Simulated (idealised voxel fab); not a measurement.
process module | voxel gate over fins
cross-section cut | 175 nm wide | cells 5 nm
A cross-section is a grid of square cells, given in bands from the top down. A band is one or more rows of cells.
Each band's line starts with the height of the band's top and of its bottom, in nm. Then come its materials from left to right, each with its width in nm. One material with "throughout" fills the band from edge to edge. "air" is empty space.
Height 0 is the level under which the wafer as received is all one material. The lowest band goes on downwards, as in "0 down".
A width such as "30 to 40" changes by the same amount from each row of cells to the next, from the band's top row to its bottom row.
"no change" after a step means that no cell of the cross-section changed.
closed voids: empty space of 8 cells or more with no open way to the top, each as width x height at its distance from the left edge, in nm
after a step's settings: what the simulator itself notes on the step
overlay nm, on a step with a mask: how far to the right of its planned place the mask lay; to the left if negative
plan
1 op RECEIVE | material Si
2 op CONFORMAL_DEP | material SiN | thk nm 5
3 op DIRECTIONAL_DEP | material aC | thk nm 10
4 op PATTERN | tone cover | mask id FINS | material resist | width nm 15 | pitch nm 40 | thk nm 25 | overlay nm 0
5 op DIRECTIONAL_ETCH | etch materials aC | depth nm 10
6 op STRIP | etch materials resist
7 op DIRECTIONAL_ETCH | etch materials SiN | depth nm 5
8 op DIRECTIONAL_ETCH | etch materials Si | depth nm 40
9 op STRIP | etch materials aC
10 op FILL_DEP | material SiO2 | thk nm 5
11 op CMP | height nm 5
12 op SELECTIVE_ETCH | etch materials SiO2 | depth nm 20
13 op STRIP | etch materials SiN
14 op CONFORMAL_DEP | material HfO2 | thk nm 5
15 op CONFORMAL_DEP | material TiN | thk nm 5
16 op FILL_DEP | material W | thk nm 15
17 op CMP | height nm 20
18 op CONFORMAL_DEP | material SiN | thk nm 5
as received, after step 1
  0 down: Si throughout
  closed voids: none
first wafer at the end, as planned
  25 to 20: SiN throughout
  20 to 10: W throughout
  10 to 5: W 10 | TiN 35 | W 5 | TiN 35 | W 5 | TiN 35 | W 5 | TiN 35 | W 10
  5 to 0: W 10 | TiN 5 | HfO2 25 | TiN 5 | W 5 | TiN 5 | HfO2 25 | TiN 5 | W 5 | TiN 5 | HfO2 25 | TiN 5 | W 5 | TiN 5 | HfO2 25 | TiN 5 | W 10
  0 to -5: W 10 | TiN 5 | HfO2 5 | Si 15 | HfO2 5 | TiN 5 | W 5 | TiN 5 | HfO2 5 | Si 15 | HfO2 5 | TiN 5 | W 5 | TiN 5 | HfO2 5 | Si 15 | HfO2 5 | TiN 5 | W 5 | TiN 5 | HfO2 5 | Si 15 | HfO2 5 | TiN 5 | W 10
  -5 to -10: TiN 15 | HfO2 5 | Si 15 | HfO2 5 | TiN 15 | HfO2 5 | Si 15 | HfO2 5 | TiN 15 | HfO2 5 | Si 15 | HfO2 5 | TiN 15 | HfO2 5 | Si 15 | HfO2 5 | TiN 15
  -10 to -15: HfO2 20 | Si 15 | HfO2 25 | Si 15 | HfO2 25 | Si 15 | HfO2 25 | Si 15 | HfO2 20
  -15 to -40: SiO2 20 | Si 15 | SiO2 25 | Si 15 | SiO2 25 | Si 15 | SiO2 25 | Si 15 | SiO2 20
  -40 down: Si throughout
  closed voids: none
second wafer at the end: like start, like plan, one mistake
  25 to 20: SiN throughout
  20 to 10: W throughout
  10 to 5: W 10 | HfO2 35 | W 5 | HfO2 35 | W 5 | HfO2 35 | W 5 | HfO2 35 | W 10
  5 to 0: W 10 | HfO2 5 | TiN 25 | HfO2 5 | W 5 | HfO2 5 | TiN 25 | HfO2 5 | W 5 | HfO2 5 | TiN 25 | HfO2 5 | W 5 | HfO2 5 | TiN 25 | HfO2 5 | W 10
  0 to -5: W 10 | HfO2 5 | TiN 5 | Si 15 | TiN 5 | HfO2 5 | W 5 | HfO2 5 | TiN 5 | Si 15 | TiN 5 | HfO2 5 | W 5 | HfO2 5 | TiN 5 | Si 15 | TiN 5 | HfO2 5 | W 5 | HfO2 5 | TiN 5 | Si 15 | TiN 5 | HfO2 5 | W 10
  -5 to -10: HfO2 15 | TiN 5 | Si 15 | TiN 5 | HfO2 15 | TiN 5 | Si 15 | TiN 5 | HfO2 15 | TiN 5 | Si 15 | TiN 5 | HfO2 15 | TiN 5 | Si 15 | TiN 5 | HfO2 15
  -10 to -15: TiN 20 | Si 15 | TiN 25 | Si 15 | TiN 25 | Si 15 | TiN 25 | Si 15 | TiN 20
  -15 to -40: SiO2 20 | Si 15 | SiO2 25 | Si 15 | SiO2 25 | Si 15 | SiO2 25 | Si 15 | SiO2 20
  -40 down: Si throughout
  closed voids: none
what went wrong: steps 14 and 15 were swapped
at the end the second wafer has, in cells: as many of each material as the first, in other places
